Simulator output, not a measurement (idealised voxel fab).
process module | voxel capacitor over wiring
cross-section cut | 150 nm wide | cells 5 nm
A cross-section is a grid of square cells, given in bands from the top down. A band is one or more rows of cells.
Each band's line starts with the height of the band's top and of its bottom, in nm. Then come its materials from left to right, each with its width in nm. One material with "throughout" fills the band from edge to edge. "air" is empty space.
Height 0 is the level under which the wafer as received is all one material. The lowest band goes on downwards, as in "0 down".
A width such as "30 to 40" changes by the same amount from each row of cells to the next, from the band's top row to its bottom row.
"no change" after a step means that no cell of the cross-section changed.
closed voids: empty space of 8 cells or more with no open way to the top, each as width x height at its distance from the left edge, in nm
after a step's settings: what the simulator itself notes on the step
overlay nm, on a step with a mask: how far to the right of its planned place the mask lay; to the left if negative
plan
1 op RECEIVE | material Si
2 op CONFORMAL_DEP | material SiO2 | thk nm 10
3 op DIRECTIONAL_DEP | material TiN | thk nm 5
4 op DIRECTIONAL_DEP | material W | thk nm 15
5 op MASKED_ETCH | tone cover | mask id METAL_1 | width nm 30 | pitch nm 90 | etch materials W | depth nm 15 | overlay nm 0
6 op MASKED_ETCH | tone cover | mask id METAL_1 | width nm 30 | pitch nm 90 | etch materials TiN | depth nm 5 | overlay nm 0
7 op CONFORMAL_DEP | material SiN | thk nm 5
8 op FILL_DEP | material SiO2 | thk nm 5
9 op CMP | height nm 30
10 op CONFORMAL_DEP | material SiCN | thk nm 5
11 op DIRECTIONAL_DEP | material SiO2 | thk nm 10
12 op MASKED_ETCH | tone open | mask id PLUG_1 | width nm 15 | etch materials SiO2 | depth nm 10 | overlay nm 0
13 op MASKED_ETCH | tone open | mask id PLUG_1 | width nm 15 | etch materials SiCN | depth nm 5 | overlay nm 0
14 op EPI | material Ru | thk nm 10
15 op EPI | material Ru | thk nm 5
16 op DIRECTIONAL_DEP | material TiN | thk nm 5
17 op DIRECTIONAL_DEP | material Al2O3 | thk nm 5
18 op DIRECTIONAL_DEP | material TiN | thk nm 10
19 op DIRECTIONAL_DEP | material aC | thk nm 10
20 op PATTERN | tone cover | mask id UPPER_PLATE | material resist | width nm 65 | thk nm 30 | overlay nm 0
21 op DIRECTIONAL_ETCH | etch materials aC | depth nm 10
22 op STRIP | etch materials resist
23 op DIRECTIONAL_ETCH | etch materials TiN | depth nm 10
24 op DIRECTIONAL_ETCH | etch materials Al2O3 | depth nm 5
25 op STRIP | etch materials aC
26 op DIRECTIONAL_DEP | material aC | thk nm 10
27 op PATTERN | tone cover | mask id LOWER_PLATE | material resist | width nm 75 | thk nm 30 | overlay nm 0
28 op DIRECTIONAL_ETCH | etch materials aC | depth nm 10
29 op STRIP | etch materials resist
30 op DIRECTIONAL_ETCH | etch materials TiN | depth nm 5
31 op STRIP | etch materials aC
32 op FILL_DEP | material SiO2 | thk nm 20
33 op CMP | height nm 80
34 op MASKED_ETCH | tone open | mask id PLUG_2 | width nm 15 | etch materials SiO2 | depth nm 15 | overlay nm 0
35 op CONFORMAL_DEP | material TiN | thk nm 5
36 op FILL_DEP | material W | thk nm 5
37 op CMP | height nm 80
38 op CONFORMAL_DEP | material SiN | thk nm 5
as received, after step 1
  0 down: Si throughout
  closed voids: none
a wafer at the end: this start, this plan, one mistake
  85 to 80: SiN throughout
  80 to 70: SiO2 40 | TiN 5 | W 5 | TiN 5 | SiO2 95
  70 to 65: SiO2 40 | TiN 15 | SiO2 95
  65 to 55: SiO2 30 | TiN 65 | SiO2 55
  55 to 50: SiO2 30 | Al2O3 65 | SiO2 55
  50 to 45: SiO2 25 | TiN 75 | SiO2 50
  45 to 35: SiO2 30 | Ru 15 | SiO2 105
  35 to 30: SiCN 30 | Ru 15 | SiCN 105
  30 to 15: Al2O3 10 | SiN 5 | W 30 | SiN 5 | Al2O3 50 | SiN 5 | W 30 | SiN 5 | Al2O3 10
  15 to 10: SiN 15 | TiN 30 | SiN 60 | TiN 30 | SiN 15
  10 to 0: SiO2 throughout
  0 down: Si throughout
  closed voids: none
what went wrong: step 8 ran as: op FILL_DEP | material Al2O3 | thk nm 5
